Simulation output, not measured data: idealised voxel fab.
voxel self aligned vias: a process module
Square cell edge 5 nm, section width 295 nm, ID cut.
We lay out every cross-section as a grid of square cells and spell it out in bands from the top down, where one band means one or more rows of cells. Basically the band line says how high the top is and how high the bottom is, in nm, and then what's in it from left to right, every material with its width in nm. Empty space shows up as "empty", and if a single material carries "full width" it runs the full band edge to edge. A quick word on heights: they are counted from 0, and under that level the wafer as it came to us is one material throughout. The lowest band is different from the rest in having no bottom; it simply continues downward, written as in "0 down". You'd read "30..40" like this: the band's top row of cells is as wide as the first number, its bottom row is as wide as the second, and going down, every row changes width by the same amount as the row before did. Any step labelled "remains unaltered" changed none of the cells in the cross-section. Empty spaces counting at least 8 cells and having no open way to the top are listed in "Entrapped voids". The notation width x height at distance is used for each, the distance being from the left edge and all three values in nm. On a step's line, text after the settings is the simulator commenting on that step. "overlay nm", when on a step's line for a step with a mask, measures how far to the right of its planned place the mask lay; a negative measure means to the left.

## These are the steps we planned for the process
1. RECEIVE, material Si
2. CONFORMAL_DEP, material SiO2, thk nm 10
3. CONFORMAL_DEP, material SiCN, thk nm 5
4. DIRECTIONAL_DEP, material lowk, thk nm 30
5. DIRECTIONAL_DEP, material aC, thk nm 10
6. PATTERN, tone open, mask id LINES, material resist, width nm 20, pitch nm 55, thk nm 25, overlay nm 0
7. DIRECTIONAL_ETCH, etch materials aC, depth nm 10
8. STRIP, etch materials resist
9. DIRECTIONAL_ETCH, etch materials lowk, depth nm 30
10. STRIP, etch materials aC
11. CONFORMAL_DEP, material TiN, thk nm 5
12. FILL_DEP, material Ru, thk nm 5
13. CMP, height nm 45
14. SELECTIVE_ETCH, etch materials W Ru TiN, depth nm 5
15. FILL_DEP, material SiN, thk nm 5
16. CMP, height nm 45
17. DIRECTIONAL_DEP, material lowk, thk nm 15
18. DIRECTIONAL_DEP, material aC, thk nm 15
19. PATTERN, tone open, mask id VIAS, material resist, width nm 30, thk nm 30, overlay nm 0
20. DIRECTIONAL_ETCH, etch materials aC, depth nm 15
21. STRIP, etch materials resist
22. DIRECTIONAL_ETCH, etch materials lowk, depth nm 15
23. DIRECTIONAL_ETCH, etch materials SiN, depth nm 5
24. STRIP, etch materials aC
25. CONFORMAL_DEP, material TiN, thk nm 5
26. FILL_DEP, material Cu, thk nm 5
27. CMP, height nm 60
28. CONFORMAL_DEP, material SiN, thk nm 5

## Shown in cross-section is the wafer as received, that is, as it stands after step 1
- 0 down = Si full width
- Entrapped voids: none

## Look at the cross-section after the module: the wafer started out the way shown above and the plan was the one shown above, yet one mistake was made along the way
- 65 to 60 = SiN full width
- 60 to 50 = lowk: 105  TiN: 5  Cu: 20  TiN: 5  lowk: 160
- 50 to 45 = lowk: 105  TiN: 10  Cu: 10  TiN: 10  lowk: 160
- 45 to 40 = lowk: 110  TiN: 20  lowk: 35  SiN: 20  lowk: 110
- 40 to 20 = lowk: 110  TiN: 5  Ru: 10  TiN: 5  lowk: 35  TiN: 5  Ru: 10  TiN: 5  lowk: 110
- 20 to 15 = lowk: 110  TiN: 20  lowk: 35  TiN: 20  lowk: 110
- 15 to 5 = SiO2 full width
- 5 to 0 = SiCN full width
- 0 down = Si full width
- Entrapped voids: none
Run error: swap of plan steps 2 and 3 during execution
